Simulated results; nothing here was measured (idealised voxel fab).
Process module heading - voxel self aligned contacts
Square cells of 5 nm make up the cross-section cut, whose width is 220 nm.
Cross-section = grid of square cells, listed top down in bands; band = one or more rows. Top height, bottom height, nm. Materials left to right, width each, nm. Single material + "edge to edge" = fills band edge to edge. "air" = empty. Height is counted from the level 0, under which the received wafer is composed throughout of one material. The lowest of the bands is not closed at the bottom but continues downward, in the notation "z 0 and below". Width "30->40": first value at the band's top row of cells, second value at its bottom row, equal change from row to row. It should be understood that the words "same as before", when stated for a given step, signify that the cross-section underwent no change in any of its cells during that step. The label "Voids, enclosed" introduces a list of the empty spaces, 8 cells or larger, that have no open way up to the top; each entry in it reads width x height at distance, where the distance is taken from the left edge and all three are stated in nm. Post-settings text on a step line: simulator's own remark regarding the step. overlay nm, on a step with a mask: how far to the right of its planned place the mask lay; to the left if negative.
[Intended process steps]
1) RECEIVE with material Si
2) OXIDIZE with depth nm 5
3) DIRECTIONAL_DEP with material polySi, thk nm 30
4) DIRECTIONAL_DEP with material SiN, thk nm 15
5) MASKED_ETCH with tone cover, mask id GATE, width nm 30, pitch nm 60, etch materials SiN, depth nm 15, overlay nm 0
6) MASKED_ETCH with tone cover, mask id GATE, width nm 30, pitch nm 60, etch materials polySi, depth nm 30, overlay nm 0
7) CONFORMAL_DEP with material SiN, thk nm 5
8) DIRECTIONAL_ETCH with etch materials SiN, depth nm 5
9) FILL_DEP with material SiO2, thk nm 15
10) CMP with height nm 55
11) PATTERN with tone open, mask id CONTACT, material resist, width nm 40, pitch nm 60, thk nm 20, overlay nm 0
12) DIRECTIONAL_ETCH with etch materials SiO2, depth nm 60
13) STRIP with etch materials resist
14) CONFORMAL_DEP with material TiN, thk nm 5
15) FILL_DEP with material W, thk nm 5
16) CMP with height nm 55
17) CONFORMAL_DEP with material SiN, thk nm 5
[The first of two wafers, run as planned]
[Wafer as received: cross-section following step 1]
- z 0 and below  Si edge to edge
- Voids, enclosed: none
[Presented here is a cross-section of the wafer after step 2 has been performed]
- z 0 to -5  SiO2 edge to edge
- Unchanged below -5.
[Presented here is a cross-section of the wafer after step 3 has been performed]
- z 30 to 0  polySi edge to edge
- Unchanged below 0.
[Presented here is a cross-section of the wafer after step 4 has been performed]
- z 45 to 30  SiN edge to edge
- Unchanged below 30.
[Presented here is a cross-section of the wafer after step 5 has been performed]
- z 45 to 30  air=35 | SiN=30 | air=30 | SiN=30 | air=30 | SiN=30 | air=35
- Unchanged below 30.
[Presented here is a cross-section of the wafer after step 6 has been performed]
- z 45 to 30  air=35 | SiN=30 | air=30 | SiN=30 | air=30 | SiN=30 | air=35
- z 30 to 0  air=35 | polySi=30 | air=30 | polySi=30 | air=30 | polySi=30 | air=35
- Unchanged below 0.
[Presented here is a cross-section of the wafer after step 7 has been performed]
- z 50 to 30  air=30 | SiN=40 | air=20 | SiN=40 | air=20 | SiN=40 | air=30
- z 30 to 5  air=30 | SiN=5 | polySi=30 | SiN=5 | air=20 | SiN=5 | polySi=30 | SiN=5 | air=20 | SiN=5 | polySi=30 | SiN=5 | air=30
- z 5 to 0  SiN=35 | polySi=30 | SiN=30 | polySi=30 | SiN=30 | polySi=30 | SiN=35
- Unchanged below 0.
[Presented here is a cross-section of the wafer after step 8 has been performed]
- z 45 to 30  air=30 | SiN=40 | air=20 | SiN=40 | air=20 | SiN=40 | air=30
- z 30 to 0  air=30 | SiN=5 | polySi=30 | SiN=5 | air=20 | SiN=5 | polySi=30 | SiN=5 | air=20 | SiN=5 | polySi=30 | SiN=5 | air=30
- Unchanged below 0.
[Presented here is a cross-section of the wafer after step 9 has been performed]
- z 60 to 45  SiO2 edge to edge
- z 45 to 30  SiO2=30 | SiN=40 | SiO2=20 | SiN=40 | SiO2=20 | SiN=40 | SiO2=30
- z 30 to 0  SiO2=30 | SiN=5 | polySi=30 | SiN=5 | SiO2=20 | SiN=5 | polySi=30 | SiN=5 | SiO2=20 | SiN=5 | polySi=30 | SiN=5 | SiO2=30
- Unchanged below 0.
[Presented here is a cross-section of the wafer after step 10 has been performed]
- z 55 to 45  SiO2 edge to edge
- Unchanged below 45.
[Presented here is a cross-section of the wafer after step 11 has been performed]
- z 75 to 55  resist=60 | air=40 | resist=20 | air=40 | resist=60
- Unchanged below 55.
[Presented here is a cross-section of the wafer after step 12 has been performed]
- z 75 to 55  resist=60 | air=40 | resist=20 | air=40 | resist=60
- z 55 to 45  SiO2=60 | air=40 | SiO2=20 | air=40 | SiO2=60
- z 45 to 30  SiO2=30 | SiN=40 | air=20 | SiN=40 | air=20 | SiN=40 | SiO2=30
- z 30 to 0  SiO2=30 | SiN=5 | polySi=30 | SiN=5 | air=20 | SiN=5 | polySi=30 | SiN=5 | air=20 | SiN=5 | polySi=30 | SiN=5 | SiO2=30
- z 0 to -5  SiO2=70 | air=20 | SiO2=40 | air=20 | SiO2=70
- Unchanged below -5.
[Presented here is a cross-section of the wafer after step 13 has been performed]
- z 55 to 45  SiO2=60 | air=40 | SiO2=20 | air=40 | SiO2=60
- Unchanged below 45.
[Presented here is a cross-section of the wafer after step 14 has been performed]
- z 60 to 55  TiN=65 | air=30 | TiN=30 | air=30 | TiN=65
- z 55 to 45  SiO2=60 | TiN=5->15 | air=30->10 | TiN=5->15 | SiO2=20 | TiN=5->15 | air=30->10 | TiN=5->15 | SiO2=60
- z 45 to 30  SiO2=30 | SiN=40 | TiN=5 | air=10 | TiN=5 | SiN=40 | TiN=5 | air=10 | TiN=5 | SiN=40 | SiO2=30
- z 30 to 0  SiO2=30 | SiN=5 | polySi=30 | SiN=5 | TiN=5 | air=10 | TiN=5 | SiN=5 | polySi=30 | SiN=5 | TiN=5 | air=10 | TiN=5 | SiN=5 | polySi=30 | SiN=5 | SiO2=30
- z 0 to -5  SiO2=70 | TiN=20 | SiO2=40 | TiN=20 | SiO2=70
- Unchanged below -5.
[Presented here is a cross-section of the wafer after step 15 has been performed]
- z 65 to 60  W edge to edge
- z 60 to 55  TiN=65 | W=30 | TiN=30 | W=30 | TiN=65
- z 55 to 45  SiO2=60 | TiN=5->15 | W=30->10 | TiN=5->15 | SiO2=20 | TiN=5->15 | W=30->10 | TiN=5->15 | SiO2=60
- z 45 to 30  SiO2=30 | SiN=40 | TiN=5 | W=10 | TiN=5 | SiN=40 | TiN=5 | W=10 | TiN=5 | SiN=40 | SiO2=30
- z 30 to 0  SiO2=30 | SiN=5 | polySi=30 | SiN=5 | TiN=5 | W=10 | TiN=5 | SiN=5 | polySi=30 | SiN=5 | TiN=5 | W=10 | TiN=5 | SiN=5 | polySi=30 | SiN=5 | SiO2=30
- Unchanged below 0.
[Presented here is a cross-section of the wafer after step 16 has been performed]
- z 55 to 45  SiO2=60 | TiN=5->15 | W=30->10 | TiN=5->15 | SiO2=20 | TiN=5->15 | W=30->10 | TiN=5->15 | SiO2=60
- Unchanged below 45.
[Presented here is a cross-section of the wafer after step 17 has been performed]
- z 60 to 55  SiN edge to edge
- Unchanged below 55.
[The second wafer began exactly as the first did and followed the same plan, but one mistake was made while running it; through step 3 inclusive, the two wafers are identical]
[Cross-section of the second wafer when, according to plan, step 4 should have finished]
- z 45 to 0  polySi edge to edge
- Unchanged below 0.
Cross-section of the second wafer when, according to plan, step 5 should have finished: same as before
[Cross-section of the second wafer when, according to plan, step 6 should have finished]
- z 45 to 15  air=35 | polySi=30 | air=30 | polySi=30 | air=30 | polySi=30 | air=35
- Unchanged below 15.
[Cross-section of the second wafer when, according to plan, step 7 should have finished]
- z 50 to 45  air=30 | SiN=40 | air=20 | SiN=40 | air=20 | SiN=40 | air=30
- z 45 to 20  air=30 | SiN=5 | polySi=30 | SiN=5 | air=20 | SiN=5 | polySi=30 | SiN=5 | air=20 | SiN=5 | polySi=30 | SiN=5 | air=30
- z 20 to 15  SiN=35 | polySi=30 | SiN=30 | polySi=30 | SiN=30 | polySi=30 | SiN=35
- Unchanged below 15.
[Cross-section of the second wafer when, according to plan, step 8 should have finished]
- z 45 to 15  air=30 | SiN=5 | polySi=30 | SiN=5 | air=20 | SiN=5 | polySi=30 | SiN=5 | air=20 | SiN=5 | polySi=30 | SiN=5 | air=30
- Unchanged below 15.
[Cross-section of the second wafer when, according to plan, step 9 should have finished]
- z 60 to 45  SiO2 edge to edge
- z 45 to 15  SiO2=30 | SiN=5 | polySi=30 | SiN=5 | SiO2=20 | SiN=5 | polySi=30 | SiN=5 | SiO2=20 | SiN=5 | polySi=30 | SiN=5 | SiO2=30
- Unchanged below 15.
[Cross-section of the second wafer when, according to plan, step 10 should have finished]
- z 55 to 45  SiO2 edge to edge
- Unchanged below 45.
[Cross-section of the second wafer when, according to plan, step 11 should have finished]
- z 75 to 55  resist=60 | air=40 | resist=20 | air=40 | resist=60
- Unchanged below 55.
[Cross-section of the second wafer when, according to plan, step 12 should have finished]
- z 75 to 55  resist=60 | air=40 | resist=20 | air=40 | resist=60
- z 55 to 45  SiO2=60 | air=40 | SiO2=20 | air=40 | SiO2=60
- z 45 to 15  SiO2=30 | SiN=5 | polySi=30 | SiN=5 | air=20 | SiN=5 | polySi=30 | SiN=5 | air=20 | SiN=5 | polySi=30 | SiN=5 | SiO2=30
- Unchanged below 15.
[Cross-section of the second wafer when, according to plan, step 13 should have finished]
- z 55 to 45  SiO2=60 | air=40 | SiO2=20 | air=40 | SiO2=60
- Unchanged below 45.
[Cross-section of the second wafer when, according to plan, step 14 should have finished]
- z 60 to 55  TiN=65 | air=30 | TiN=30 | air=30 | TiN=65
- z 55 to 45  SiO2=60 | TiN=5->15 | air=30->10 | TiN=5->15 | SiO2=20 | TiN=5->15 | air=30->10 | TiN=5->15 | SiO2=60
- z 45 to 20  SiO2=30 | SiN=5 | polySi=30 | SiN=5 | TiN=5 | air=10 | TiN=5 | SiN=5 | polySi=30 | SiN=5 | TiN=5 | air=10 | TiN=5 | SiN=5 | polySi=30 | SiN=5 | SiO2=30
- z 20 to 15  SiO2=30 | SiN=5 | polySi=30 | SiN=5 | TiN=20 | SiN=5 | polySi=30 | SiN=5 | TiN=20 | SiN=5 | polySi=30 | SiN=5 | SiO2=30
- Unchanged below 15.
[Cross-section of the second wafer when, according to plan, step 15 should have finished]
- z 65 to 60  W edge to edge
- z 60 to 55  TiN=65 | W=30 | TiN=30 | W=30 | TiN=65
- z 55 to 45  SiO2=60 | TiN=5->15 | W=30->10 | TiN=5->15 | SiO2=20 | TiN=5->15 | W=30->10 | TiN=5->15 | SiO2=60
- z 45 to 20  SiO2=30 | SiN=5 | polySi=30 | SiN=5 | TiN=5 | W=10 | TiN=5 | SiN=5 | polySi=30 | SiN=5 | TiN=5 | W=10 | TiN=5 | SiN=5 | polySi=30 | SiN=5 | SiO2=30
- Unchanged below 20.
[Cross-section of the second wafer when, according to plan, step 16 should have finished]
- z 55 to 45  SiO2=60 | TiN=5->15 | W=30->10 | TiN=5->15 | SiO2=20 | TiN=5->15 | W=30->10 | TiN=5->15 | SiO2=60
- Unchanged below 45.
[Cross-section of the second wafer when, according to plan, step 17 should have finished]
- z 60 to 55  SiN edge to edge
- Unchanged below 55.
Run error: heads up, step 4 didn't go per plan, it actually ran as DIRECTIONAL_DEP with material polySi, thk nm 15
The closing comparison, in cells, has the second wafer with more or fewer of some materials than the first: 72 fewer of SiN | 28 fewer of SiO2 | 16 fewer of TiN | 16 fewer of W | 132 more of polySi
